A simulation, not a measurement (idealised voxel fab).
process module | voxel capacitor over wiring
cross-section cut | 255 nm wide | cells 5 nm
A cross-section is a grid of square cells, given in bands from the top down. A band is one or more rows of cells.
Each band's line starts with the height of the band's top and of its bottom, in nm. Then come its materials from left to right, each with its width in nm. One material with "throughout" fills the band from edge to edge. "air" is empty space.
Height 0 is the level under which the wafer as received is all one material. The lowest band goes on downwards, as in "0 down".
A width such as "30 to 40" changes by the same amount from each row of cells to the next, from the band's top row to its bottom row.
"no change" after a step means that no cell of the cross-section changed.
closed voids: empty space of 8 cells or more with no open way to the top, each as width x height at its distance from the left edge, in nm
after a step's settings: what the simulator itself notes on the step
overlay nm, on a step with a mask: how far to the right of its planned place the mask lay; to the left if negative
plan
1 op RECEIVE | material Si
2 op CONFORMAL_DEP | material SiO2 | thk nm 10
3 op CONFORMAL_DEP | material SiN | thk nm 5
4 op DIRECTIONAL_DEP | material SiO2 | thk nm 20
5 op PATTERN | tone open | mask id METAL_1 | material resist | width nm 30 | pitch nm 80 | thk nm 15 | overlay nm 0
6 op DIRECTIONAL_ETCH | etch materials SiO2 | depth nm 20
7 op DIRECTIONAL_ETCH | etch materials SiN | depth nm 5
8 op STRIP | etch materials resist
9 op CONFORMAL_DEP | material TiN | thk nm 5
10 op FILL_DEP | material Ru | thk nm 5
11 op CMP | height nm 35
12 op EPI | material Ru | thk nm 5
13 op FILL_DEP | material SiCN | thk nm 5
14 op DIRECTIONAL_DEP | material lowk | thk nm 10
15 op PATTERN | tone open | mask id PLUG_1 | material resist | width nm 15 | thk nm 15 | overlay nm -15
16 op DIRECTIONAL_ETCH | etch materials lowk | depth nm 10
17 op DIRECTIONAL_ETCH | etch materials SiCN | depth nm 5
18 op STRIP | etch materials resist
19 op EPI | material Ru | thk nm 10
20 op EPI | material Ru | thk nm 5
21 op DIRECTIONAL_DEP | material TiN | thk nm 5
22 op DIRECTIONAL_DEP | material SiN | thk nm 5
23 op DIRECTIONAL_DEP | material TiN | thk nm 10
24 op DIRECTIONAL_DEP | material aC | thk nm 10
25 op PATTERN | tone cover | mask id UPPER_PLATE | material resist | width nm 55 | thk nm 25 | overlay nm 0
26 op DIRECTIONAL_ETCH | etch materials aC | depth nm 10
27 op STRIP | etch materials resist
28 op DIRECTIONAL_ETCH | etch materials TiN | depth nm 10
29 op DIRECTIONAL_ETCH | etch materials SiN | depth nm 5
30 op STRIP | etch materials aC
31 op PATTERN | tone cover | mask id LOWER_PLATE | material resist | width nm 65 | thk nm 20 | overlay nm 0
32 op DIRECTIONAL_ETCH | etch materials TiN | depth nm 5
33 op STRIP | etch materials resist
34 op FILL_DEP | material SiO2 | thk nm 15
35 op CMP | height nm 85
36 op DIRECTIONAL_DEP | material aC | thk nm 10
37 op PATTERN | tone open | mask id PLUG_2 | material resist | width nm 15 | thk nm 30 | overlay nm 0
38 op DIRECTIONAL_ETCH | etch materials aC | depth nm 10
39 op STRIP | etch materials resist
40 op DIRECTIONAL_ETCH | etch materials SiO2 | depth nm 10
41 op STRIP | etch materials aC
42 op CONFORMAL_DEP | material TiN | thk nm 5
43 op FILL_DEP | material Ru | thk nm 5
44 op CMP | height nm 85
45 op CONFORMAL_DEP | material SiN | thk nm 5
varied across the wafers: overlay nm of step 15. The plan shows the first wafer's value. All wafers start alike
first wafer as received, after step 1
  0 down: Si throughout
  closed voids: none
each wafer at the end: cells of each material gained (+) or lost (-) since it was received, then its closed voids
overlay nm -15 | +58 Ru | +83 SiCN | +101 SiN | +512 SiO2 | +68 TiN | +96 lowk | closed voids: none
overlay nm -10 | +58 Ru | +83 SiCN | +101 SiN | +512 SiO2 | +68 TiN | +96 lowk | closed voids: none
overlay nm -5 | +58 Ru | +83 SiCN | +101 SiN | +512 SiO2 | +68 TiN | +96 lowk | closed voids: none
overlay nm 0 | +58 Ru | +83 SiCN | +101 SiN | +512 SiO2 | +68 TiN | +96 lowk | closed voids: none
overlay nm 5 | +58 Ru | +83 SiCN | +101 SiN | +512 SiO2 | +68 TiN | +96 lowk | closed voids: none
overlay nm 10 | +58 Ru | +83 SiCN | +101 SiN | +512 SiO2 | +68 TiN | +96 lowk | closed voids: none
overlay nm 15 | +58 Ru | +83 SiCN | +101 SiN | +512 SiO2 | +68 TiN | +96 lowk | closed voids: none
